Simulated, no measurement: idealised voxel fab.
process module | voxel air gaps
cross-section cut | 165 nm wide | cells 5 nm
A cross-section is a grid of square cells, given in bands from the top down. A band is one or more rows of cells.
Each band's line starts with the height of the band's top and of its bottom, in nm. Then come its materials from left to right, each with its width in nm. One material with "throughout" fills the band from edge to edge. "air" is empty space.
Height 0 is the level under which the wafer as received is all one material. The lowest band goes on downwards, as in "0 down".
A width such as "30 to 40" changes by the same amount from each row of cells to the next, from the band's top row to its bottom row.
"no change" after a step means that no cell of the cross-section changed.
closed voids: empty space of 8 cells or more with no open way to the top, each as width x height at its distance from the left edge, in nm
after a step's settings: what the simulator itself notes on the step
overlay nm, on a step with a mask: how far to the right of its planned place the mask lay; to the left if negative
plan
1 op RECEIVE | material Si
2 op CONFORMAL_DEP | material SiO2 | thk nm 15
3 op CONFORMAL_DEP | material SiCN | thk nm 5
4 op DIRECTIONAL_DEP | material lowk | thk nm 30
5 op DIRECTIONAL_DEP | material aC | thk nm 10
6 op PATTERN | tone open | mask id LINES | material resist | width nm 20 | pitch nm 45 | thk nm 25 | overlay nm 0
7 op DIRECTIONAL_ETCH | etch materials aC | depth nm 10
8 op STRIP | etch materials resist
9 op DIRECTIONAL_ETCH | etch materials lowk | depth nm 30
10 op STRIP | etch materials aC
11 op CONFORMAL_DEP | material TiN | thk nm 5
12 op FILL_DEP | material Ru | thk nm 5
13 op CMP | height nm 50
14 op EPI | material Ru | thk nm 10
15 op SELECTIVE_ETCH | etch materials lowk | depth nm 40
16 op CONFORMAL_DEP | material SiCN | thk nm 5
as received, after step 1
  0 down: Si throughout
  closed voids: none
a wafer at the end: this start, this plan, one mistake
  55 to 45: SiCN throughout
  45 to 15: lowk throughout
  15 to 0: SiO2 throughout
  0 down: Si throughout
  closed voids: none
what went wrong: steps 3 and 4 were swapped
